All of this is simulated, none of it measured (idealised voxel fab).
voxel gate over fins: a process module
We display cut, a cross-section 250 nm in width whose square cells are each 5 nm.
Cross-section layout: square cells on a grid; listed as bands, top to bottom; a band spans one or more cell rows. The band entry comprises the height of the band's top followed by the height of its bottom, expressed in nm, and subsequently the band's materials from left to right, each stated together with its width in nm. Where a single material is marked with the word "full width", that material fills the band from edge to edge. The word "air" represents empty space. Convention: height 0 is the level below which the wafer, as received, is all one material. The lowest band does not terminate at the bottom but continues downward, represented as "from 0 down". A width such as "30 to 40" changes by the same amount from each row of cells to the next, from the band's top row to its bottom row. "no change occurred" means the step left every cell of the cross-section as it was. Basically, "Closed internal voids" tells you about the enclosed voids: empty spaces with no open way to the top, 8 cells or bigger, each written width x height at distance, where distance is from the left edge, all in nm. That trailing text on a step's line, after the settings, is the simulator's own remark on the step. overlay nm, on a step with a mask: how far to the right of its planned place the mask lay; to the left if negative. Reading guide: pairs of cross-sections, before and after one process step; after view cut off at lowest changed band; step and settings listed under each pair. Pairs may stem from different runs of this module on the same starting wafer; continuity with the pair above only where the "Pre-step condition" entry states it.

Pre-step condition:
    from 0 down: Si full width
    Closed internal voids: none

As Processed:
    from 5 to 0: SiN full width
    Below a height of 0, the structure has not been altered.
    Closed internal voids: none
Between the two cross-sections above, the process step reads CONFORMAL_DEP (material SiN; thk nm 5)

Pre-step condition: The structure entering this step is exactly what the pair just above shows after its step.

As Processed:
    from 25 to 5: air: 80 / resist: 15 / air: 20 / resist: 15 / air: 20 / resist: 15 / air: 85
    Below a height of 5, the structure has not been altered.
    Closed internal voids: none
Between the two cross-sections above, the process step reads PATTERN (tone cover; mask id FINS; material resist; width nm 15; pitch nm 35; thk nm 20; overlay nm 0)

Pre-step condition: The structure entering this step is exactly what the pair just above shows after its step.

As Processed:
    from 25 to 5: air: 80 / resist: 15 / air: 20 / resist: 15 / air: 20 / resist: 15 / air: 85
    from 5 to 0: air: 80 / SiN: 15 / air: 20 / SiN: 15 / air: 20 / SiN: 15 / air: 85
    Below a height of 0, the structure has not been altered.
    Closed internal voids: none
Between the two cross-sections above, the process step reads DIRECTIONAL_ETCH (etch materials SiN; depth nm 5)

Pre-step condition: The structure entering this step is exactly what the pair just above shows after its step.

As Processed:
    from 25 to 5: air: 80 / resist: 15 / air: 20 / resist: 15 / air: 20 / resist: 15 / air: 85
    from 5 to 0: air: 80 / SiN: 15 / air: 20 / SiN: 15 / air: 20 / SiN: 15 / air: 85
    from 0 to -30: air: 80 / Si: 15 / air: 20 / Si: 15 / air: 20 / Si: 15 / air: 85
    Below a height of -30, the structure has not been altered.
    Closed internal voids: none
Between the two cross-sections above, the process step reads DIRECTIONAL_ETCH (etch materials Si; depth nm 30)

Pre-step condition: The structure entering this step is exactly what the pair just above shows after its step.

As Processed:
    from 5 to 0: air: 80 / SiN: 15 / air: 20 / SiN: 15 / air: 20 / SiN: 15 / air: 85
    Below a height of 0, the structure has not been altered.
    Closed internal voids: none
Between the two cross-sections above, the process step reads STRIP (etch materials resist)

Pre-step condition: The structure entering this step is exactly what the pair just above shows after its step.

As Processed:
    from 15 to 5: SiO2 full width
    from 5 to 0: SiO2: 80 / SiN: 15 / SiO2: 20 / SiN: 15 / SiO2: 20 / SiN: 15 / SiO2: 85
    from 0 to -30: SiO2: 80 / Si: 15 / SiO2: 20 / Si: 15 / SiO2: 20 / Si: 15 / SiO2: 85
    Below a height of -30, the structure has not been altered.
    Closed internal voids: none
Between the two cross-sections above, the process step reads FILL_DEP (material SiO2; thk nm 10)

Pre-step condition: The structure entering this step is exactly what the pair just above shows after its step.

As Processed:
    from 5 to 0: SiO2: 80 / SiN: 15 / SiO2: 20 / SiN: 15 / SiO2: 20 / SiN: 15 / SiO2: 85
    Below a height of 0, the structure has not been altered.
    Closed internal voids: none
Between the two cross-sections above, the process step reads CMP (height nm 5)

Pre-step condition: The structure entering this step is exactly what the pair just above shows after its step.

As Processed:
    from 5 to 0: air: 80 / SiN: 15 / air: 20 / SiN: 15 / air: 20 / SiN: 15 / air: 85
    from 0 to -10: air: 80 / Si: 15 / air: 20 / Si: 15 / air: 20 / Si: 15 / air: 85
    Below a height of -10, the structure has not been altered.
    Closed internal voids: none
Between the two cross-sections above, the process step reads SELECTIVE_ETCH (etch materials SiO2; depth nm 15)

Pre-step condition: The structure entering this step is exactly what the pair just above shows after its step.

As Processed:
    from 0 to -10: air: 80 / Si: 15 / air: 20 / Si: 15 / air: 20 / Si: 15 / air: 85
    Below a height of -10, the structure has not been altered.
    Closed internal voids: none
Between the two cross-sections above, the process step reads STRIP (etch materials SiN)

Pre-step condition: The structure entering this step is exactly what the pair just above shows after its step.

As Processed:
    from 5 to 0: air: 75 / HfO2: 25 / air: 10 / HfO2: 25 / air: 10 / HfO2: 25 / air: 80
    from 0 to -5: air: 75 / HfO2: 5 / Si: 15 / HfO2: 5 / air: 10 / HfO2: 5 / Si: 15 / HfO2: 5 / air: 10 / HfO2: 5 / Si: 15 / HfO2: 5 / air: 80
    from -5 to -10: HfO2: 80 / Si: 15 / HfO2: 20 / Si: 15 / HfO2: 20 / Si: 15 / HfO2: 85
    Below a height of -10, the structure has not been altered.
    Closed internal voids: none
Between the two cross-sections above, the process step reads CONFORMAL_DEP (material HfO2; thk nm 5)

Pre-step condition: The structure entering this step is exactly what the pair just above shows after its step.

As Processed:
    from 10 to 5: air: 70 / TiN: 105 / air: 75
    from 5 to 0: air: 70 / TiN: 5 / HfO2: 25 / TiN: 10 / HfO2: 25 / TiN: 10 / HfO2: 25 / TiN: 5 / air: 75
    from 0 to -5: TiN: 75 / HfO2: 5 / Si: 15 / HfO2: 5 / TiN: 10 / HfO2: 5 / Si: 15 / HfO2: 5 / TiN: 10 / HfO2: 5 / Si: 15 / HfO2: 5 / TiN: 80
    Below a height of -5, the structure has not been altered.
    Closed internal voids: none
Between the two cross-sections above, the process step reads CONFORMAL_DEP (material TiN; thk nm 5)

Pre-step condition: The structure entering this step is exactly what the pair just above shows after its step.

As Processed:
    from 25 to 10: W full width
    from 10 to 5: W: 70 / TiN: 105 / W: 75
    from 5 to 0: W: 70 / TiN: 5 / HfO2: 25 / TiN: 10 / HfO2: 25 / TiN: 10 / HfO2: 25 / TiN: 5 / W: 75
    Below a height of 0, the structure has not been altered.
    Closed internal voids: none
Between the two cross-sections above, the process step reads FILL_DEP (material W; thk nm 15)

Pre-step condition: The structure entering this step is exactly what the pair just above shows after its step.

As Processed:
    from 20 to 10: W full width
    Below a height of 10, the structure has not been altered.
    Closed internal voids: none
Between the two cross-sections above, the process step reads CMP (height nm 20)

Pre-step condition: The structure entering this step is exactly what the pair just above shows after its step.

As Processed:
    from 25 to 20: SiN full width
    Below a height of 20, the structure has not been altered.
    Closed internal voids: none
Between the two cross-sections above, the process step reads CONFORMAL_DEP (material SiN; thk nm 5)

Pre-step condition:
    from 0 to -10: air: 80 / Si: 15 / air: 20 / Si: 15 / air: 20 / Si: 15 / air: 85
    from -10 to -30: SiO2: 80 / Si: 15 / SiO2: 20 / Si: 15 / SiO2: 20 / Si: 15 / SiO2: 85
    from -30 down: Si full width
    Closed internal voids: none

As Processed:
    from 5 to 0: air: 75 / TiN: 25 / air: 10 / TiN: 25 / air: 10 / TiN: 25 / air: 80
    from 0 to -5: air: 75 / TiN: 5 / Si: 15 / TiN: 5 / air: 10 / TiN: 5 / Si: 15 / TiN: 5 / air: 10 / TiN: 5 / Si: 15 / TiN: 5 / air: 80
    from -5 to -10: TiN: 80 / Si: 15 / TiN: 20 / Si: 15 / TiN: 20 / Si: 15 / TiN: 85
    Below a height of -10, the structure has not been altered.
    Closed internal voids: none
Between the two cross-sections above, the process step reads CONFORMAL_DEP (material TiN; thk nm 5)

Pre-step condition: The structure entering this step is exactly what the pair just above shows after its step.

As Processed:
    from 20 to 5: W full width
    from 5 to 0: W: 75 / TiN: 25 / W: 10 / TiN: 25 / W: 10 / TiN: 25 / W: 80
    from 0 to -5: W: 75 / TiN: 5 / Si: 15 / TiN: 5 / W: 10 / TiN: 5 / Si: 15 / TiN: 5 / W: 10 / TiN: 5 / Si: 15 / TiN: 5 / W: 80
    Below a height of -5, the structure has not been altered.
    Closed internal voids: none
Between the two cross-sections above, the process step reads FILL_DEP (material W; thk nm 15)

Pre-step condition: The structure entering this step is exactly what the pair just above shows after its step.

As Processed:
    from 25 to 20: SiN full width
    Below a height of 20, the structure has not been altered.
    Closed internal voids: none
Between the two cross-sections above, the process step reads CONFORMAL_DEP (material SiN; thk nm 5)

Pre-step condition:
    from 25 to 5: air: 80 / resist: 15 / air: 20 / resist: 15 / air: 20 / resist: 15 / air: 85
    from 5 to 0: air: 80 / SiN: 15 / air: 20 / SiN: 15 / air: 20 / SiN: 15 / air: 85
    from 0 to -30: air: 80 / Si: 15 / air: 20 / Si: 15 / air: 20 / Si: 15 / air: 85
    from -30 down: Si full width
    Closed internal voids: none

As Processed:
    from 25 to 5: air: 80 / resist: 15 / air: 20 / resist: 15 / air: 20 / resist: 15 / air: 85
    from 5 to 0: air: 80 / SiN: 15 / air: 20 / SiN: 15 / air: 20 / SiN: 15 / air: 85
    from 0 to -60: air: 80 / Si: 15 / air: 20 / Si: 15 / air: 20 / Si: 15 / air: 85
    Below a height of -60, the structure has not been altered.
    Closed internal voids: none
Between the two cross-sections above, the process step reads DIRECTIONAL_ETCH (etch materials Si; depth nm 30)

Pre-step condition: The structure entering this step is exactly what the pair just above shows after its step.

As Processed:
    from 5 to 0: air: 80 / SiN: 15 / air: 20 / SiN: 15 / air: 20 / SiN: 15 / air: 85
    Below a height of 0, the structure has not been altered.
    Closed internal voids: none
Between the two cross-sections above, the process step reads STRIP (etch materials resist)

Pre-step condition: The structure entering this step is exactly what the pair just above shows after its step.

As Processed:
    from 15 to 5: SiO2 full width
    from 5 to 0: SiO2: 80 / SiN: 15 / SiO2: 20 / SiN: 15 / SiO2: 20 / SiN: 15 / SiO2: 85
    from 0 to -60: SiO2: 80 / Si: 15 / SiO2: 20 / Si: 15 / SiO2: 20 / Si: 15 / SiO2: 85
    Below a height of -60, the structure has not been altered.
    Closed internal voids: none
Between the two cross-sections above, the process step reads FILL_DEP (material SiO2; thk nm 10)

Pre-step condition: The structure entering this step is exactly what the pair just above shows after its step.

As Processed:
    from 5 to 0: SiO2: 80 / SiN: 15 / SiO2: 20 / SiN: 15 / SiO2: 20 / SiN: 15 / SiO2: 85
    Below a height of 0, the structure has not been altered.
    Closed internal voids: none
Between the two cross-sections above, the process step reads CMP (height nm 5)

Pre-step condition: The structure entering this step is exactly what the pair just above shows after its step.

As Processed:
    from 5 to 0: air: 80 / SiN: 15 / air: 20 / SiN: 15 / air: 20 / SiN: 15 / air: 85
    from 0 to -10: air: 80 / Si: 15 / air: 20 / Si: 15 / air: 20 / Si: 15 / air: 85
    Below a height of -10, the structure has not been altered.
    Closed internal voids: none
Between the two cross-sections above, the process step reads SELECTIVE_ETCH (etch materials SiO2; depth nm 15)

Pre-step condition: The structure entering this step is exactly what the pair just above shows after its step.

As Processed:
    from 0 to -10: air: 80 / Si: 15 / air: 20 / Si: 15 / air: 20 / Si: 15 / air: 85
    Below a height of -10, the structure has not been altered.
    Closed internal voids: none
Between the two cross-sections above, the process step reads STRIP (etch materials SiN)

Pre-step condition: The structure entering this step is exactly what the pair just above shows after its step.

As Processed:
    from 5 to 0: air: 75 / HfO2: 25 / air: 10 / HfO2: 25 / air: 10 / HfO2: 25 / air: 80
    from 0 to -5: air: 75 / HfO2: 5 / Si: 15 / HfO2: 5 / air: 10 / HfO2: 5 / Si: 15 / HfO2: 5 / air: 10 / HfO2: 5 / Si: 15 / HfO2: 5 / air: 80
    from -5 to -10: HfO2: 80 / Si: 15 / HfO2: 20 / Si: 15 / HfO2: 20 / Si: 15 / HfO2: 85
    Below a height of -10, the structure has not been altered.
    Closed internal voids: none
Between the two cross-sections above, the process step reads CONFORMAL_DEP (material HfO2; thk nm 5)

Pre-step condition: The structure entering this step is exactly what the pair just above shows after its step.

As Processed:
    from 10 to 5: air: 70 / TiN: 105 / air: 75
    from 5 to 0: air: 70 / TiN: 5 / HfO2: 25 / TiN: 10 / HfO2: 25 / TiN: 10 / HfO2: 25 / TiN: 5 / air: 75
    from 0 to -5: TiN: 75 / HfO2: 5 / Si: 15 / HfO2: 5 / TiN: 10 / HfO2: 5 / Si: 15 / HfO2: 5 / TiN: 10 / HfO2: 5 / Si: 15 / HfO2: 5 / TiN: 80
    Below a height of -5, the structure has not been altered.
    Closed internal voids: none
Between the two cross-sections above, the process step reads CONFORMAL_DEP (material TiN; thk nm 5)

Pre-step condition: The structure entering this step is exactly what the pair just above shows after its step.

As Processed:
    from 25 to 10: W full width
    from 10 to 5: W: 70 / TiN: 105 / W: 75
    from 5 to 0: W: 70 / TiN: 5 / HfO2: 25 / TiN: 10 / HfO2: 25 / TiN: 10 / HfO2: 25 / TiN: 5 / W: 75
    Below a height of 0, the structure has not been altered.
    Closed internal voids: none
Between the two cross-sections above, the process step reads FILL_DEP (material W; thk nm 15)

Pre-step condition: The structure entering this step is exactly what the pair just above shows after its step.

As Processed:
    from 20 to 10: W full width
    Below a height of 10, the structure has not been altered.
    Closed internal voids: none
Between the two cross-sections above, the process step reads CMP (height nm 20)

Pre-step condition: The structure entering this step is exactly what the pair just above shows after its step.

As Processed:
    from 25 to 20: SiN full width
    Below a height of 20, the structure has not been altered.
    Closed internal voids: none
Between the two cross-sections above, the process step reads CONFORMAL_DEP (material SiN; thk nm 5)

Pre-step condition:
    from 5 to 0: air: 75 / TiN: 25 / air: 10 / TiN: 25 / air: 10 / TiN: 25 / air: 80
    from 0 to -5: air: 75 / TiN: 5 / Si: 15 / TiN: 5 / air: 10 / TiN: 5 / Si: 15 / TiN: 5 / air: 10 / TiN: 5 / Si: 15 / TiN: 5 / air: 80
    from -5 to -10: TiN: 80 / Si: 15 / TiN: 20 / Si: 15 / TiN: 20 / Si: 15 / TiN: 85
    from -10 to -30: SiO2: 80 / Si: 15 / SiO2: 20 / Si: 15 / SiO2: 20 / Si: 15 / SiO2: 85
    from -30 down: Si full width
    Closed internal voids: none

As Processed:
    from 10 to 5: air: 70 / HfO2: 105 / air: 75
    from 5 to 0: air: 70 / HfO2: 5 / TiN: 25 / HfO2: 10 / TiN: 25 / HfO2: 10 / TiN: 25 / HfO2: 5 / air: 75
    from 0 to -5: HfO2: 75 / TiN: 5 / Si: 15 / TiN: 5 / HfO2: 10 / TiN: 5 / Si: 15 / TiN: 5 / HfO2: 10 / TiN: 5 / Si: 15 / TiN: 5 / HfO2: 80
    Below a height of -5, the structure has not been altered.
    Closed internal voids: none
Between the two cross-sections above, the process step reads CONFORMAL_DEP (material HfO2; thk nm 5)

Pre-step condition: The structure entering this step is exactly what the pair just above shows after its step.

As Processed:
    from 25 to 10: W full width
    from 10 to 5: W: 70 / HfO2: 105 / W: 75
    from 5 to 0: W: 70 / HfO2: 5 / TiN: 25 / HfO2: 10 / TiN: 25 / HfO2: 10 / TiN: 25 / HfO2: 5 / W: 75
    Below a height of 0, the structure has not been altered.
    Closed internal voids: none
Between the two cross-sections above, the process step reads FILL_DEP (material W; thk nm 15)

Pre-step condition: The structure entering this step is exactly what the pair just above shows after its step.

As Processed:
    from 20 to 10: W full width
    Below a height of 10, the structure has not been altered.
    Closed internal voids: none
Between the two cross-sections above, the process step reads CMP (height nm 20)

Pre-step condition: The structure entering this step is exactly what the pair just above shows after its step.

As Processed:
    from 25 to 20: SiN full width
    Below a height of 20, the structure has not been altered.
    Closed internal voids: none
Between the two cross-sections above, the process step reads CONFORMAL_DEP (material SiN; thk nm 5)

Pre-step condition:
    from 20 to 10: W full width
    from 10 to 5: W: 70 / TiN: 105 / W: 75
    from 5 to 0: W: 70 / TiN: 5 / HfO2: 25 / TiN: 10 / HfO2: 25 / TiN: 10 / HfO2: 25 / TiN: 5 / W: 75
    from 0 to -5: TiN: 75 / HfO2: 5 / Si: 15 / HfO2: 5 / TiN: 10 / HfO2: 5 / Si: 15 / HfO2: 5 / TiN: 10 / HfO2: 5 / Si: 15 / HfO2: 5 / TiN: 80
    from -5 to -10: HfO2: 80 / Si: 15 / HfO2: 20 / Si: 15 / HfO2: 20 / Si: 15 / HfO2: 85
    from -10 to -30: SiO2: 80 / Si: 15 / SiO2: 20 / Si: 15 / SiO2: 20 / Si: 15 / SiO2: 85
    from -30 down: Si full width
    Closed internal voids: none

As Processed:
    from 35 to 20: SiN full width
    Below a height of 20, the structure has not been altered.
    Closed internal voids: none
Between the two cross-sections above, the process step reads CONFORMAL_DEP (material SiN; thk nm 15)

Pre-step condition:
    from 5 to 0: SiN full width
    from 0 down: Si full width
    Closed internal voids: none

As Processed:
    from 25 to 5: air: 80 / resist: 20 / air: 15 / resist: 20 / air: 15 / resist: 20 / air: 80
    Below a height of 5, the structure has not been altered.
    Closed internal voids: none
Between the two cross-sections above, the process step reads PATTERN (tone cover; mask id FINS; material resist; width nm 20; pitch nm 35; thk nm 20; overlay nm 0)

Pre-step condition: The structure entering this step is exactly what the pair just above shows after its step.

As Processed:
    from 25 to 5: air: 80 / resist: 20 / air: 15 / resist: 20 / air: 15 / resist: 20 / air: 80
    from 5 to 0: air: 80 / SiN: 20 / air: 15 / SiN: 20 / air: 15 / SiN: 20 / air: 80
    Below a height of 0, the structure has not been altered.
    Closed internal voids: none
Between the two cross-sections above, the process step reads DIRECTIONAL_ETCH (etch materials SiN; depth nm 5)

Pre-step condition: The structure entering this step is exactly what the pair just above shows after its step.

As Processed:
    from 25 to 5: air: 80 / resist: 20 / air: 15 / resist: 20 / air: 15 / resist: 20 / air: 80
    from 5 to 0: air: 80 / SiN: 20 / air: 15 / SiN: 20 / air: 15 / SiN: 20 / air: 80
    from 0 to -30: air: 80 / Si: 20 / air: 15 / Si: 20 / air: 15 / Si: 20 / air: 80
    Below a height of -30, the structure has not been altered.
    Closed internal voids: none
Between the two cross-sections above, the process step reads DIRECTIONAL_ETCH (etch materials Si; depth nm 30)

Pre-step condition: The structure entering this step is exactly what the pair just above shows after its step.

As Processed:
    from 5 to 0: air: 80 / SiN: 20 / air: 15 / SiN: 20 / air: 15 / SiN: 20 / air: 80
    Below a height of 0, the structure has not been altered.
    Closed internal voids: none
Between the two cross-sections above, the process step reads STRIP (etch materials resist)

Pre-step condition: The structure entering this step is exactly what the pair just above shows after its step.

As Processed:
    from 15 to 5: SiO2 full width
    from 5 to 0: SiO2: 80 / SiN: 20 / SiO2: 15 / SiN: 20 / SiO2: 15 / SiN: 20 / SiO2: 80
    from 0 to -30: SiO2: 80 / Si: 20 / SiO2: 15 / Si: 20 / SiO2: 15 / Si: 20 / SiO2: 80
    Below a height of -30, the structure has not been altered.
    Closed internal voids: none
Between the two cross-sections above, the process step reads FILL_DEP (material SiO2; thk nm 10)

Pre-step condition: The structure entering this step is exactly what the pair just above shows after its step.

As Processed:
    from 5 to 0: SiO2: 80 / SiN: 20 / SiO2: 15 / SiN: 20 / SiO2: 15 / SiN: 20 / SiO2: 80
    Below a height of 0, the structure has not been altered.
    Closed internal voids: none
Between the two cross-sections above, the process step reads CMP (height nm 5)

Pre-step condition: The structure entering this step is exactly what the pair just above shows after its step.

As Processed:
    from 5 to 0: air: 80 / SiN: 20 / air: 15 / SiN: 20 / air: 15 / SiN: 20 / air: 80
    from 0 to -10: air: 80 / Si: 20 / air: 15 / Si: 20 / air: 15 / Si: 20 / air: 80
    Below a height of -10, the structure has not been altered.
    Closed internal voids: none
Between the two cross-sections above, the process step reads SELECTIVE_ETCH (etch materials SiO2; depth nm 15)

Pre-step condition: The structure entering this step is exactly what the pair just above shows after its step.

As Processed:
    from 0 to -10: air: 80 / Si: 20 / air: 15 / Si: 20 / air: 15 / Si: 20 / air: 80
    Below a height of -10, the structure has not been altered.
    Closed internal voids: none
Between the two cross-sections above, the process step reads STRIP (etch materials SiN)

Pre-step condition: The structure entering this step is exactly what the pair just above shows after its step.

As Processed:
    from 5 to 0: air: 75 / HfO2: 30 / air: 5 / HfO2: 30 / air: 5 / HfO2: 30 / air: 75
    from 0 to -5: air: 75 / HfO2: 5 / Si: 20 / HfO2: 5 / air: 5 / HfO2: 5 / Si: 20 / HfO2: 5 / air: 5 / HfO2: 5 / Si: 20 / HfO2: 5 / air: 75
    from -5 to -10: HfO2: 80 / Si: 20 / HfO2: 15 / Si: 20 / HfO2: 15 / Si: 20 / HfO2: 80
    Below a height of -10, the structure has not been altered.
    Closed internal voids: none
Between the two cross-sections above, the process step reads CONFORMAL_DEP (material HfO2; thk nm 5)

Pre-step condition: The structure entering this step is exactly what the pair just above shows after its step.

As Processed:
    from 10 to 5: air: 70 / TiN: 110 / air: 70
    from 5 to 0: air: 70 / TiN: 5 / HfO2: 30 / TiN: 5 / HfO2: 30 / TiN: 5 / HfO2: 30 / TiN: 5 / air: 70
    from 0 to -5: TiN: 75 / HfO2: 5 / Si: 20 / HfO2: 5 / TiN: 5 / HfO2: 5 / Si: 20 / HfO2: 5 / TiN: 5 / HfO2: 5 / Si: 20 / HfO2: 5 / TiN: 75
    Below a height of -5, the structure has not been altered.
    Closed internal voids: none
Between the two cross-sections above, the process step reads CONFORMAL_DEP (material TiN; thk nm 5)

Pre-step condition: The structure entering this step is exactly what the pair just above shows after its step.

As Processed:
    from 25 to 10: W full width
    from 10 to 5: W: 70 / TiN: 110 / W: 70
    from 5 to 0: W: 70 / TiN: 5 / HfO2: 30 / TiN: 5 / HfO2: 30 / TiN: 5 / HfO2: 30 / TiN: 5 / W: 70
    Below a height of 0, the structure has not been altered.
    Closed internal voids: none
Between the two cross-sections above, the process step reads FILL_DEP (material W; thk nm 15)

Pre-step condition: The structure entering this step is exactly what the pair just above shows after its step.

As Processed:
    from 20 to 10: W full width
    Below a height of 10, the structure has not been altered.
    Closed internal voids: none
Between the two cross-sections above, the process step reads CMP (height nm 20)

Pre-step condition: The structure entering this step is exactly what the pair just above shows after its step.

As Processed:
    from 25 to 20: SiN full width
    Below a height of 20, the structure has not been altered.
    Closed internal voids: none
Between the two cross-sections above, the process step reads CONFORMAL_DEP (material SiN; thk nm 5)

Pre-step condition:
    from 5 to 0: SiN full width
    from 0 down: Si full width
    Closed internal voids: none

As Processed:
    from 25 to 5: air: 75 / resist: 15 / air: 20 / resist: 15 / air: 20 / resist: 15 / air: 90
    Below a height of 5, the structure has not been altered.
    Closed internal voids: none
Between the two cross-sections above, the process step reads PATTERN (tone cover; mask id FINS; material resist; width nm 15; pitch nm 35; thk nm 20; overlay nm -5)

Pre-step condition: The structure entering this step is exactly what the pair just above shows after its step.

As Processed:
    from 25 to 5: air: 75 / resist: 15 / air: 20 / resist: 15 / air: 20 / resist: 15 / air: 90
    from 5 to 0: air: 75 / SiN: 15 / air: 20 / SiN: 15 / air: 20 / SiN: 15 / air: 90
    Below a height of 0, the structure has not been altered.
    Closed internal voids: none
Between the two cross-sections above, the process step reads DIRECTIONAL_ETCH (etch materials SiN; depth nm 5)

Pre-step condition: The structure entering this step is exactly what the pair just above shows after its step.

As Processed:
    from 25 to 5: air: 75 / resist: 15 / air: 20 / resist: 15 / air: 20 / resist: 15 / air: 90
    from 5 to 0: air: 75 / SiN: 15 / air: 20 / SiN: 15 / air: 20 / SiN: 15 / air: 90
    from 0 to -30: air: 75 / Si: 15 / air: 20 / Si: 15 / air: 20 / Si: 15 / air: 90
    Below a height of -30, the structure has not been altered.
    Closed internal voids: none
Between the two cross-sections above, the process step reads DIRECTIONAL_ETCH (etch materials Si; depth nm 30)

Pre-step condition: The structure entering this step is exactly what the pair just above shows after its step.

As Processed:
    from 5 to 0: air: 75 / SiN: 15 / air: 20 / SiN: 15 / air: 20 / SiN: 15 / air: 90
    Below a height of 0, the structure has not been altered.
    Closed internal voids: none
Between the two cross-sections above, the process step reads STRIP (etch materials resist)

Pre-step condition: The structure entering this step is exactly what the pair just above shows after its step.

As Processed:
    from 15 to 5: SiO2 full width
    from 5 to 0: SiO2: 75 / SiN: 15 / SiO2: 20 / SiN: 15 / SiO2: 20 / SiN: 15 / SiO2: 90
    from 0 to -30: SiO2: 75 / Si: 15 / SiO2: 20 / Si: 15 / SiO2: 20 / Si: 15 / SiO2: 90
    Below a height of -30, the structure has not been altered.
    Closed internal voids: none
Between the two cross-sections above, the process step reads FILL_DEP (material SiO2; thk nm 10)

Pre-step condition: The structure entering this step is exactly what the pair just above shows after its step.

As Processed:
    from 5 to 0: SiO2: 75 / SiN: 15 / SiO2: 20 / SiN: 15 / SiO2: 20 / SiN: 15 / SiO2: 90
    Below a height of 0, the structure has not been altered.
    Closed internal voids: none
Between the two cross-sections above, the process step reads CMP (height nm 5)

Pre-step condition: The structure entering this step is exactly what the pair just above shows after its step.

As Processed:
    from 5 to 0: air: 75 / SiN: 15 / air: 20 / SiN: 15 / air: 20 / SiN: 15 / air: 90
    from 0 to -10: air: 75 / Si: 15 / air: 20 / Si: 15 / air: 20 / Si: 15 / air: 90
    Below a height of -10, the structure has not been altered.
    Closed internal voids: none
Between the two cross-sections above, the process step reads SELECTIVE_ETCH (etch materials SiO2; depth nm 15)

Pre-step condition: The structure entering this step is exactly what the pair just above shows after its step.

As Processed:
    from 0 to -10: air: 75 / Si: 15 / air: 20 / Si: 15 / air: 20 / Si: 15 / air: 90
    Below a height of -10, the structure has not been altered.
    Closed internal voids: none
Between the two cross-sections above, the process step reads STRIP (etch materials SiN)

Pre-step condition: The structure entering this step is exactly what the pair just above shows after its step.

As Processed:
    from 5 to 0: air: 70 / HfO2: 25 / air: 10 / HfO2: 25 / air: 10 / HfO2: 25 / air: 85
    from 0 to -5: air: 70 / HfO2: 5 / Si: 15 / HfO2: 5 / air: 10 / HfO2: 5 / Si: 15 / HfO2: 5 / air: 10 / HfO2: 5 / Si: 15 / HfO2: 5 / air: 85
    from -5 to -10: HfO2: 75 / Si: 15 / HfO2: 20 / Si: 15 / HfO2: 20 / Si: 15 / HfO2: 90
    Below a height of -10, the structure has not been altered.
    Closed internal voids: none
Between the two cross-sections above, the process step reads CONFORMAL_DEP (material HfO2; thk nm 5)

Pre-step condition: The structure entering this step is exactly what the pair just above shows after its step.

As Processed:
    from 10 to 5: air: 65 / TiN: 105 / air: 80
    from 5 to 0: air: 65 / TiN: 5 / HfO2: 25 / TiN: 10 / HfO2: 25 / TiN: 10 / HfO2: 25 / TiN: 5 / air: 80
    from 0 to -5: TiN: 70 / HfO2: 5 / Si: 15 / HfO2: 5 / TiN: 10 / HfO2: 5 / Si: 15 / HfO2: 5 / TiN: 10 / HfO2: 5 / Si: 15 / HfO2: 5 / TiN: 85
    Below a height of -5, the structure has not been altered.
    Closed internal voids: none
Between the two cross-sections above, the process step reads CONFORMAL_DEP (material TiN; thk nm 5)

Pre-step condition: The structure entering this step is exactly what the pair just above shows after its step.

As Processed:
    from 25 to 10: W full width
    from 10 to 5: W: 65 / TiN: 105 / W: 80
    from 5 to 0: W: 65 / TiN: 5 / HfO2: 25 / TiN: 10 / HfO2: 25 / TiN: 10 / HfO2: 25 / TiN: 5 / W: 80
    Below a height of 0, the structure has not been altered.
    Closed internal voids: none
Between the two cross-sections above, the process step reads FILL_DEP (material W; thk nm 15)

Pre-step condition: The structure entering this step is exactly what the pair just above shows after its step.

As Processed:
    from 20 to 10: W full width
    Below a height of 10, the structure has not been altered.
    Closed internal voids: none
Between the two cross-sections above, the process step reads CMP (height nm 20)

Pre-step condition: The structure entering this step is exactly what the pair just above shows after its step.

As Processed:
    from 25 to 20: SiN full width
    Below a height of 20, the structure has not been altered.
    Closed internal voids: none
Between the two cross-sections above, the process step reads CONFORMAL_DEP (material SiN; thk nm 5)

Pre-step condition:
    from 0 to -10: air: 80 / Si: 15 / air: 20 / Si: 15 / air: 20 / Si: 15 / air: 85
    from -10 to -30: SiO2: 80 / Si: 15 / SiO2: 20 / Si: 15 / SiO2: 20 / Si: 15 / SiO2: 85
    from -30 down: Si full width
    Closed internal voids: none

As Processed:
    from 5 to 0: air: 75 / SiN: 25 / air: 10 / SiN: 25 / air: 10 / SiN: 25 / air: 80
    from 0 to -5: air: 75 / SiN: 5 / Si: 15 / SiN: 5 / air: 10 / SiN: 5 / Si: 15 / SiN: 5 / air: 10 / SiN: 5 / Si: 15 / SiN: 5 / air: 80
    from -5 to -10: SiN: 80 / Si: 15 / SiN: 20 / Si: 15 / SiN: 20 / Si: 15 / SiN: 85
    Below a height of -10, the structure has not been altered.
    Closed internal voids: none
Between the two cross-sections above, the process step reads CONFORMAL_DEP (material SiN; thk nm 5)

Pre-step condition: The structure entering this step is exactly what the pair just above shows after its step.

As Processed:
    from 10 to 5: air: 70 / TiN: 105 / air: 75
    from 5 to 0: air: 70 / TiN: 5 / SiN: 25 / TiN: 10 / SiN: 25 / TiN: 10 / SiN: 25 / TiN: 5 / air: 75
    from 0 to -5: TiN: 75 / SiN: 5 / Si: 15 / SiN: 5 / TiN: 10 / SiN: 5 / Si: 15 / SiN: 5 / TiN: 10 / SiN: 5 / Si: 15 / SiN: 5 / TiN: 80
    Below a height of -5, the structure has not been altered.
    Closed internal voids: none
Between the two cross-sections above, the process step reads CONFORMAL_DEP (material TiN; thk nm 5)

Pre-step condition: The structure entering this step is exactly what the pair just above shows after its step.

As Processed:
    from 25 to 10: W full width
    from 10 to 5: W: 70 / TiN: 105 / W: 75
    from 5 to 0: W: 70 / TiN: 5 / SiN: 25 / TiN: 10 / SiN: 25 / TiN: 10 / SiN: 25 / TiN: 5 / W: 75
    Below a height of 0, the structure has not been altered.
    Closed internal voids: none
Between the two cross-sections above, the process step reads FILL_DEP (material W; thk nm 15)

Pre-step condition: The structure entering this step is exactly what the pair just above shows after its step.

As Processed:
    from 20 to 10: W full width
    Below a height of 10, the structure has not been altered.
    Closed internal voids: none
Between the two cross-sections above, the process step reads CMP (height nm 20)

Pre-step condition: The structure entering this step is exactly what the pair just above shows after its step.

As Processed:
    from 25 to 20: SiN full width
    Below a height of 20, the structure has not been altered.
    Closed internal voids: none
Between the two cross-sections above, the process step reads CONFORMAL_DEP (material SiN; thk nm 5)
